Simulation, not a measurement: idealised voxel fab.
Module name: voxel air gaps (process module)
Xsec cut, 190 nm wide, square cell size 5 nm.
Cross-section format: a grid of square cells, given as bands from top to bottom; each band is one or more rows of cells. The band entry comprises the height of the band's top followed by the height of its bottom, expressed in nm, and subsequently the band's materials from left to right, each stated together with its width in nm. Where a single material is marked with the word "edge to edge", that material fills the band from edge to edge. The word "blank" represents empty space. Below 0: as-received wafer, all one material; heights counted from there. Lowest band: no bottom, goes on down, written "0 -> down". So if you see something like "30->40" for the width, read it as the top row of the band sitting at the first number and the bottom row at the second, with every row in between moving by the same amount as the last. "same as before", as given for a step, is the statement that not any cell of the cross-section underwent a change during that step. "Trapped voids" contains a list of empty spaces, each no smaller than 8 cells and without an open way to the top, written in the form width x height at distance with the distance from the left edge and all three in nm. It should be noted that, on the line of a given step, the content following the step's settings is a remark produced by the simulator itself with respect to that step. overlay nm: right-of-plan distance of the mask on a masked step; negative values mean left-of-plan.

## This section lists the process steps that were planned
- 1: RECEIVE: material Si
- 2: CONFORMAL_DEP: material SiO2, thk nm 15
- 3: CONFORMAL_DEP: material SiCN, thk nm 5
- 4: DIRECTIONAL_DEP: material SiO2, thk nm 30
- 5: PATTERN: tone open, mask id LINES, material resist, width nm 15, pitch nm 45, thk nm 20, overlay nm 0
- 6: DIRECTIONAL_ETCH: etch materials SiO2, depth nm 30
- 7: STRIP: etch materials resist
- 8: CONFORMAL_DEP: material TiN, thk nm 5
- 9: FILL_DEP: material W, thk nm 5
- 10: CMP: height nm 50
- 11: EPI: material Ru, thk nm 10
- 12: SELECTIVE_ETCH: etch materials SiO2, depth nm 40
- 13: CONFORMAL_DEP: material SiCN, thk nm 5

## Of two wafers, the first: run according to plan

## Incoming wafer, cross-sectional view, post step 1
- 0 -> down: Si edge to edge
- Trapped voids: none

## Once step 2 is through, the wafer looks like this in cross-section
- 15 -> 0: SiO2 edge to edge
- At heights below 0, the structure remains unaltered.

## Once step 3 is through, the wafer looks like this in cross-section
- 20 -> 15: SiCN edge to edge
- At heights below 15, the structure remains unaltered.

## Once step 4 is through, the wafer looks like this in cross-section
- 50 -> 20: SiO2 edge to edge
- At heights below 20, the structure remains unaltered.

## Once step 5 is through, the wafer looks like this in cross-section
- 70 -> 50: 40 nm resist; 15 nm blank; 30 nm resist; 15 nm blank; 30 nm resist; 15 nm blank; 45 nm resist
- At heights below 50, the structure remains unaltered.

## Once step 6 is through, the wafer looks like this in cross-section
- 70 -> 50: 40 nm resist; 15 nm blank; 30 nm resist; 15 nm blank; 30 nm resist; 15 nm blank; 45 nm resist
- 50 -> 20: 40 nm SiO2; 15 nm blank; 30 nm SiO2; 15 nm blank; 30 nm SiO2; 15 nm blank; 45 nm SiO2
- At heights below 20, the structure remains unaltered.

## Once step 7 is through, the wafer looks like this in cross-section
- 50 -> 20: 40 nm SiO2; 15 nm blank; 30 nm SiO2; 15 nm blank; 30 nm SiO2; 15 nm blank; 45 nm SiO2
- At heights below 20, the structure remains unaltered.

## Once step 8 is through, the wafer looks like this in cross-section
- 55 -> 50: 45 nm TiN; 5 nm blank; 40 nm TiN; 5 nm blank; 40 nm TiN; 5 nm blank; 50 nm TiN
- 50 -> 25: 40 nm SiO2; 5 nm TiN; 5 nm blank; 5 nm TiN; 30 nm SiO2; 5 nm TiN; 5 nm blank; 5 nm TiN; 30 nm SiO2; 5 nm TiN; 5 nm blank; 5 nm TiN; 45 nm SiO2
- 25 -> 20: 40 nm SiO2; 15 nm TiN; 30 nm SiO2; 15 nm TiN; 30 nm SiO2; 15 nm TiN; 45 nm SiO2
- At heights below 20, the structure remains unaltered.

## Once step 9 is through, the wafer looks like this in cross-section
- 60 -> 55: W edge to edge
- 55 -> 50: 45 nm TiN; 5 nm W; 40 nm TiN; 5 nm W; 40 nm TiN; 5 nm W; 50 nm TiN
- 50 -> 25: 40 nm SiO2; 5 nm TiN; 5 nm W; 5 nm TiN; 30 nm SiO2; 5 nm TiN; 5 nm W; 5 nm TiN; 30 nm SiO2; 5 nm TiN; 5 nm W; 5 nm TiN; 45 nm SiO2
- At heights below 25, the structure remains unaltered.

## Once step 10 is through, the wafer looks like this in cross-section
- 50 -> 25: 40 nm SiO2; 5 nm TiN; 5 nm W; 5 nm TiN; 30 nm SiO2; 5 nm TiN; 5 nm W; 5 nm TiN; 30 nm SiO2; 5 nm TiN; 5 nm W; 5 nm TiN; 45 nm SiO2
- At heights below 25, the structure remains unaltered.

## Once step 11 is through, the wafer looks like this in cross-section
- 60 -> 50: 30 nm blank; 35 nm Ru; 10 nm blank; 35 nm Ru; 10 nm blank; 35 nm Ru; 35 nm blank
- At heights below 50, the structure remains unaltered.

## Once step 12 is through, the wafer looks like this in cross-section
- 60 -> 50: 30 nm blank; 35 nm Ru; 10 nm blank; 35 nm Ru; 10 nm blank; 35 nm Ru; 35 nm blank
- 50 -> 25: 40 nm blank; 5 nm TiN; 5 nm W; 5 nm TiN; 30 nm blank; 5 nm TiN; 5 nm W; 5 nm TiN; 30 nm blank; 5 nm TiN; 5 nm W; 5 nm TiN; 45 nm blank
- 25 -> 20: 40 nm blank; 15 nm TiN; 30 nm blank; 15 nm TiN; 30 nm blank; 15 nm TiN; 45 nm blank
- At heights below 20, the structure remains unaltered.

## Once step 13 is through, the wafer looks like this in cross-section
- 65 -> 60: 25 nm blank; 135 nm SiCN; 30 nm blank
- 60 -> 50: 25 nm blank; 5 nm SiCN; 35 nm Ru; 10 nm SiCN; 35 nm Ru; 10 nm SiCN; 35 nm Ru; 5 nm SiCN; 30 nm blank
- 50 -> 45: 25 nm blank; 15 nm SiCN; 5 nm TiN; 5 nm W; 5 nm TiN; 30 nm SiCN; 5 nm TiN; 5 nm W; 5 nm TiN; 30 nm SiCN; 5 nm TiN; 5 nm W; 5 nm TiN; 15 nm SiCN; 30 nm blank
- 45 -> 25: 35 nm blank; 5 nm SiCN; 5 nm TiN; 5 nm W; 5 nm TiN; 5 nm SiCN; 20 nm blank; 5 nm SiCN; 5 nm TiN; 5 nm W; 5 nm TiN; 5 nm SiCN; 20 nm blank; 5 nm SiCN; 5 nm TiN; 5 nm W; 5 nm TiN; 5 nm SiCN; 40 nm blank
- 25 -> 20: 40 nm SiCN; 15 nm TiN; 30 nm SiCN; 15 nm TiN; 30 nm SiCN; 15 nm TiN; 45 nm SiCN
- At heights below 20, the structure remains unaltered.
- Trapped voids: 20 x 20 at 60; 20 x 20 at 105

## Second of two: same start, same plan, one run error; steps up to and including 2 match the first

## Look at the second wafer in cross-section at the time step 3 ought to have finished
- 20 -> 15: Ru edge to edge
- At heights below 15, the structure remains unaltered.

## Look at the second wafer in cross-section at the time step 4 ought to have finished
- 50 -> 20: SiO2 edge to edge
- At heights below 20, the structure remains unaltered.

## Look at the second wafer in cross-section at the time step 5 ought to have finished
- 70 -> 50: 40 nm resist; 15 nm blank; 30 nm resist; 15 nm blank; 30 nm resist; 15 nm blank; 45 nm resist
- At heights below 50, the structure remains unaltered.

## Look at the second wafer in cross-section at the time step 6 ought to have finished
- 70 -> 50: 40 nm resist; 15 nm blank; 30 nm resist; 15 nm blank; 30 nm resist; 15 nm blank; 45 nm resist
- 50 -> 20: 40 nm SiO2; 15 nm blank; 30 nm SiO2; 15 nm blank; 30 nm SiO2; 15 nm blank; 45 nm SiO2
- At heights below 20, the structure remains unaltered.

## Look at the second wafer in cross-section at the time step 7 ought to have finished
- 50 -> 20: 40 nm SiO2; 15 nm blank; 30 nm SiO2; 15 nm blank; 30 nm SiO2; 15 nm blank; 45 nm SiO2
- At heights below 20, the structure remains unaltered.

## Look at the second wafer in cross-section at the time step 8 ought to have finished
- 55 -> 50: 45 nm TiN; 5 nm blank; 40 nm TiN; 5 nm blank; 40 nm TiN; 5 nm blank; 50 nm TiN
- 50 -> 25: 40 nm SiO2; 5 nm TiN; 5 nm blank; 5 nm TiN; 30 nm SiO2; 5 nm TiN; 5 nm blank; 5 nm TiN; 30 nm SiO2; 5 nm TiN; 5 nm blank; 5 nm TiN; 45 nm SiO2
- 25 -> 20: 40 nm SiO2; 15 nm TiN; 30 nm SiO2; 15 nm TiN; 30 nm SiO2; 15 nm TiN; 45 nm SiO2
- At heights below 20, the structure remains unaltered.

## Look at the second wafer in cross-section at the time step 9 ought to have finished
- 60 -> 55: W edge to edge
- 55 -> 50: 45 nm TiN; 5 nm W; 40 nm TiN; 5 nm W; 40 nm TiN; 5 nm W; 50 nm TiN
- 50 -> 25: 40 nm SiO2; 5 nm TiN; 5 nm W; 5 nm TiN; 30 nm SiO2; 5 nm TiN; 5 nm W; 5 nm TiN; 30 nm SiO2; 5 nm TiN; 5 nm W; 5 nm TiN; 45 nm SiO2
- At heights below 25, the structure remains unaltered.

## Look at the second wafer in cross-section at the time step 10 ought to have finished
- 50 -> 25: 40 nm SiO2; 5 nm TiN; 5 nm W; 5 nm TiN; 30 nm SiO2; 5 nm TiN; 5 nm W; 5 nm TiN; 30 nm SiO2; 5 nm TiN; 5 nm W; 5 nm TiN; 45 nm SiO2
- At heights below 25, the structure remains unaltered.

## Look at the second wafer in cross-section at the time step 11 ought to have finished
- 60 -> 50: 30 nm blank; 35 nm Ru; 10 nm blank; 35 nm Ru; 10 nm blank; 35 nm Ru; 35 nm blank
- At heights below 50, the structure remains unaltered.

## Look at the second wafer in cross-section at the time step 12 ought to have finished
- 60 -> 50: 30 nm blank; 35 nm Ru; 10 nm blank; 35 nm Ru; 10 nm blank; 35 nm Ru; 35 nm blank
- 50 -> 25: 40 nm blank; 5 nm TiN; 5 nm W; 5 nm TiN; 30 nm blank; 5 nm TiN; 5 nm W; 5 nm TiN; 30 nm blank; 5 nm TiN; 5 nm W; 5 nm TiN; 45 nm blank
- 25 -> 20: 40 nm blank; 15 nm TiN; 30 nm blank; 15 nm TiN; 30 nm blank; 15 nm TiN; 45 nm blank
- At heights below 20, the structure remains unaltered.

## Look at the second wafer in cross-section at the time step 13 ought to have finished
- 65 -> 60: 25 nm blank; 135 nm SiCN; 30 nm blank
- 60 -> 50: 25 nm blank; 5 nm SiCN; 35 nm Ru; 10 nm SiCN; 35 nm Ru; 10 nm SiCN; 35 nm Ru; 5 nm SiCN; 30 nm blank
- 50 -> 45: 25 nm blank; 15 nm SiCN; 5 nm TiN; 5 nm W; 5 nm TiN; 30 nm SiCN; 5 nm TiN; 5 nm W; 5 nm TiN; 30 nm SiCN; 5 nm TiN; 5 nm W; 5 nm TiN; 15 nm SiCN; 30 nm blank
- 45 -> 25: 35 nm blank; 5 nm SiCN; 5 nm TiN; 5 nm W; 5 nm TiN; 5 nm SiCN; 20 nm blank; 5 nm SiCN; 5 nm TiN; 5 nm W; 5 nm TiN; 5 nm SiCN; 20 nm blank; 5 nm SiCN; 5 nm TiN; 5 nm W; 5 nm TiN; 5 nm SiCN; 40 nm blank
- 25 -> 20: 40 nm SiCN; 15 nm TiN; 30 nm SiCN; 15 nm TiN; 30 nm SiCN; 15 nm TiN; 45 nm SiCN
- At heights below 20, the structure remains unaltered.
- Trapped voids: 20 x 20 at 60; 20 x 20 at 105
What went wrong in running the wafer? step 3 was processed under conditions differing from the plan, specifically as CONFORMAL_DEP: material Ru, thk nm 5
Bottom line after processing is that, in cells, the second wafer is up or down on some materials versus the first: +38 Ru | -38 SiCN
